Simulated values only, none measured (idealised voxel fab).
Process module heading - voxel wiring stack
Displayed cross-section: cut, width of 215 nm, square cells sized 5 nm.
We lay out every cross-section as a grid of square cells and spell it out in bands from the top down, where one band means one or more rows of cells.
Per band: top height and bottom height in nm, followed by the left-to-right materials and their widths in nm; "throughout" marks a single material spanning edge to edge, "blank" marks empty space.
Where do heights start? At 0: under that level the wafer as delivered is made of one material only. And the lowest band has no floor; it just carries on downward, as in "0 -> down".
The notation "30..40" denotes a width that varies across the rows of cells in the band, beginning at the first number in the top row, finishing at the second number in the bottom row, and changing by an identical amount from each row to the next.
Step note "no change" = no cross-section cell changed.
"Fully sealed voids": empty spaces of 8 cells or more with no open way to the top, each given as width x height at distance, distance from the left edge, all in nm.
Formally, on a step line, whatever follows the settings is a remark that the simulator itself makes on the step.
On any step carrying a mask, the "overlay nm" setting, if present on the step's line, tells how far right of its planned place the mask lay; negative values point to the left.

This section lists the process steps that were planned:
1) RECEIVE,material Si
2) CONFORMAL_DEP,material SiO2,thk nm 10
3) CONFORMAL_DEP,material SiCN,thk nm 5
4) DIRECTIONAL_DEP,material SiO2,thk nm 15
5) MASKED_ETCH,tone open,mask id METAL_1,width nm 25,pitch nm 50,etch materials SiO2,depth nm 15,overlay nm 0
6) MASKED_ETCH,tone open,mask id METAL_1,width nm 25,pitch nm 50,etch materials SiCN,depth nm 5,overlay nm 0
7) CONFORMAL_DEP,material TiN,thk nm 5
8) FILL_DEP,material W,thk nm 5
9) CMP,height nm 30
10) CONFORMAL_DEP,material SiCN,thk nm 5
11) DIRECTIONAL_DEP,material lowk,thk nm 20
12) PATTERN,tone open,mask id PLUG_1,material resist,width nm 15,pitch nm 100,thk nm 15,overlay nm 0
13) DIRECTIONAL_ETCH,etch materials lowk,depth nm 20
14) DIRECTIONAL_ETCH,etch materials SiCN,depth nm 5
15) STRIP,etch materials resist
16) EPI,material Ru,thk nm 10
17) EPI,material Ru,thk nm 10
18) EPI,material Ru,thk nm 5
19) DIRECTIONAL_DEP,material TiN,thk nm 5
20) DIRECTIONAL_DEP,material Ru,thk nm 20
21) PATTERN,tone cover,mask id METAL_2,material resist,width nm 25,pitch nm 50,thk nm 20,overlay nm 0
22) DIRECTIONAL_ETCH,etch materials Ru,depth nm 20
23) DIRECTIONAL_ETCH,etch materials TiN,depth nm 5
24) STRIP,etch materials resist
25) FILL_DEP,material SiO2,thk nm 10
26) CMP,height nm 80
27) CONFORMAL_DEP,material SiCN,thk nm 5
28) DIRECTIONAL_DEP,material lowk,thk nm 15
29) PATTERN,tone open,mask id PLUG_2,material resist,width nm 15,pitch nm 100,thk nm 20,overlay nm 0
30) DIRECTIONAL_ETCH,etch materials lowk,depth nm 15
31) DIRECTIONAL_ETCH,etch materials SiCN,depth nm 5
32) STRIP,etch materials resist
33) CONFORMAL_DEP,material TiN,thk nm 5
34) FILL_DEP,material Cu,thk nm 5
35) CMP,height nm 100
36) DIRECTIONAL_DEP,material TiN,thk nm 5
37) DIRECTIONAL_DEP,material Ru,thk nm 15
38) MASKED_ETCH,tone cover,mask id METAL_3,width nm 25,pitch nm 50,etch materials Ru,depth nm 15,overlay nm 0
39) MASKED_ETCH,tone cover,mask id METAL_3,width nm 25,pitch nm 50,etch materials TiN,depth nm 5,overlay nm 0
40) FILL_DEP,material SiO2,thk nm 10
41) CMP,height nm 120
42) CONFORMAL_DEP,material SiN,thk nm 5

As received, after step 1:
- 0 -> down  Si throughout
- Fully sealed voids: none

Run as planned - first of the two wafers cross-sectioned at the end of the module:
- 125 -> 120  SiN throughout
- 120 -> 105  45 SiO2 / 25 Ru / 25 SiO2 / 25 Ru / 25 SiO2 / 25 Ru / 45 SiO2
- 105 -> 100  45 SiO2 / 25 TiN / 25 SiO2 / 25 TiN / 25 SiO2 / 25 TiN / 45 SiO2
- 100 -> 85  45 lowk / 5 TiN / 5 Cu / 5 TiN / 85 lowk / 5 TiN / 5 Cu / 5 TiN / 55 lowk
- 85 -> 80  45 SiCN / 15 TiN / 85 SiCN / 15 TiN / 55 SiCN
- 80 -> 60  45 SiO2 / 25 Ru / 25 SiO2 / 25 Ru / 25 SiO2 / 25 Ru / 45 SiO2
- 60 -> 55  45 SiO2 / 25 TiN / 25 SiO2 / 25 TiN / 25 SiO2 / 25 TiN / 45 SiO2
- 55 -> 35  45 lowk / 15 Ru / 85 lowk / 15 Ru / 55 lowk
- 35 -> 30  45 SiCN / 15 Ru / 85 SiCN / 15 Ru / 55 SiCN
- 30 -> 15  45 SiO2 / 5 TiN / 15 W / 5 TiN / 25 SiO2 / 5 TiN / 15 W / 5 TiN / 25 SiO2 / 5 TiN / 15 W / 5 TiN / 45 SiO2
- 15 -> 10  45 SiCN / 25 TiN / 25 SiCN / 25 TiN / 25 SiCN / 25 TiN / 45 SiCN
- 10 -> 0  SiO2 throughout
- 0 -> down  Si throughout
- Fully sealed voids: none

This cross-section belongs to the second wafer of two at the end of the module; the start and the plan were shared with the first, and the run included one mistake:
- 125 -> 120  SiN throughout
- 120 -> 105  45 SiO2 / 25 Ru / 25 SiO2 / 25 Ru / 25 SiO2 / 25 Ru / 45 SiO2
- 105 -> 100  45 SiO2 / 25 TiN / 25 SiO2 / 25 TiN / 25 SiO2 / 25 TiN / 45 SiO2
- 100 -> 85  35 lowk / 5 TiN / 5 Cu / 5 TiN / 85 lowk / 5 TiN / 5 Cu / 5 TiN / 65 lowk
- 85 -> 80  35 SiCN / 15 TiN / 85 SiCN / 15 TiN / 65 SiCN
- 80 -> 60  45 SiO2 / 25 Ru / 25 SiO2 / 25 Ru / 25 SiO2 / 25 Ru / 45 SiO2
- 60 -> 55  45 SiO2 / 25 TiN / 25 SiO2 / 25 TiN / 25 SiO2 / 25 TiN / 45 SiO2
- 55 -> 35  45 lowk / 15 Ru / 85 lowk / 15 Ru / 55 lowk
- 35 -> 30  45 SiCN / 15 Ru / 85 SiCN / 15 Ru / 55 SiCN
- 30 -> 15  45 SiO2 / 5 TiN / 15 W / 5 TiN / 25 SiO2 / 5 TiN / 15 W / 5 TiN / 25 SiO2 / 5 TiN / 15 W / 5 TiN / 45 SiO2
- 15 -> 10  45 SiCN / 25 TiN / 25 SiCN / 25 TiN / 25 SiCN / 25 TiN / 45 SiCN
- 10 -> 0  SiO2 throughout
- 0 -> down  Si throughout
- Fully sealed voids: none
Diagnosis: step 29 off recipe, ran as PATTERN,tone open,mask id PLUG_2,material resist,width nm 15,pitch nm 100,thk nm 20,overlay nm -10
By the end, you'd get the same cell count for each material on either wafer, but the second wafer puts them somewhere else.
